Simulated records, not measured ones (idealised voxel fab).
Process module under the name voxel quadruple lines
The cross-section shown here is cut; it is 215 nm wide and divided into square cells measuring 5 nm on a side.
Reading order for cross-sections: top band down to bottom band. Underlying form: a grid of square cells. Band size: one or more rows of cells.
Top height, bottom height, nm. Materials left to right, width each, nm. Single material + "everywhere" = fills band edge to edge. "air" = empty.
For the purposes of this specification, 0 denotes the height below which the wafer in its as-received condition is composed wholly of one material, and the lowermost band, lacking a lower limit, extends downward without end, as expressed in "0..down".
Quick explanation for "30 to 40": the width changes in equal steps down the rows of cells, from the first number in the band's top row to the second number in its bottom row.
Reading "left unchanged" for a step: not a cell of the cross-section changed in it.
Any empty space of 8 cells or more lacking an open way to the top shows up in "Enclosed void inventory" as width x height at distance, distance from the left edge, in nm.
Anything after a step's settings on that line? It's the simulator's own note about the step.
The setting "overlay nm" may be written on the line of a step. When the step uses a mask, the value reports how far to the right of the planned place the mask lay, and a negative value reports that it lay to the left.
# Below is the list of planned process steps
| 1 | RECEIVE, material Si |
| 2 | CONFORMAL_DEP, material SiO2, thk nm 10 |
| 3 | DIRECTIONAL_DEP, material Ru, thk nm 15 |
| 4 | DIRECTIONAL_DEP, material polySi, thk nm 15 |
| 5 | DIRECTIONAL_DEP, material aC, thk nm 25 |
| 6 | PATTERN, tone cover, mask id MANDREL, material resist, width nm 20, pitch nm 60, thk nm 35, overlay nm 0 |
| 7 | DIRECTIONAL_ETCH, etch materials aC, depth nm 25 |
| 8 | STRIP, etch materials resist |
| 9 | CONFORMAL_DEP, material SiO2, thk nm 10 |
| 10 | DIRECTIONAL_ETCH, etch materials SiO2, depth nm 10 |
| 11 | STRIP, etch materials aC |
| 12 | DIRECTIONAL_ETCH, etch materials polySi, depth nm 15 |
| 13 | STRIP, etch materials SiO2 |
| 14 | CONFORMAL_DEP, material SiCN, thk nm 5 |
| 15 | DIRECTIONAL_ETCH, etch materials SiCN, depth nm 5 |
| 16 | STRIP, etch materials polySi |
| 17 | DIRECTIONAL_ETCH, etch materials Ru, depth nm 15 |
| 18 | STRIP, etch materials SiCN |
| 19 | FILL_DEP, material lowk, thk nm 10 |
| 20 | CMP, height nm 25 |
# Cross-section of the incoming wafer, state after step 1
	0..down: Si everywhere
	Enclosed void inventory: none
# Run as planned - first of the two wafers cross-sectioned at the end of the module
	25..10: lowk=50; Ru=5; lowk=10; Ru=5; lowk=10; Ru=5; lowk=10; Ru=5; lowk=10; Ru=5; lowk=10; Ru=5; lowk=10; Ru=5; lowk=10; Ru=5; lowk=55
	10..0: SiO2 everywhere
	0..down: Si everywhere
	Enclosed void inventory: none
# Wafer two, sectioned after the module: the first wafer's start, the first wafer's plan, and one mistake in how it was run
	25..10: lowk=60; Ru=5; lowk=20; Ru=5; lowk=30; Ru=5; lowk=20; Ru=5; lowk=65
	10..0: SiO2 everywhere
	0..down: Si everywhere
	Enclosed void inventory: none
Which mistake was made when the wafer was run? step 6 ran differently from the plan; actual operation with settings: PATTERN, tone open, mask id MANDREL, material resist, width nm 20, pitch nm 60, thk nm 35, overlay nm 0
The closing comparison, in cells, has the second wafer with more or fewer of some materials than the first: Ru -12, lowk +12
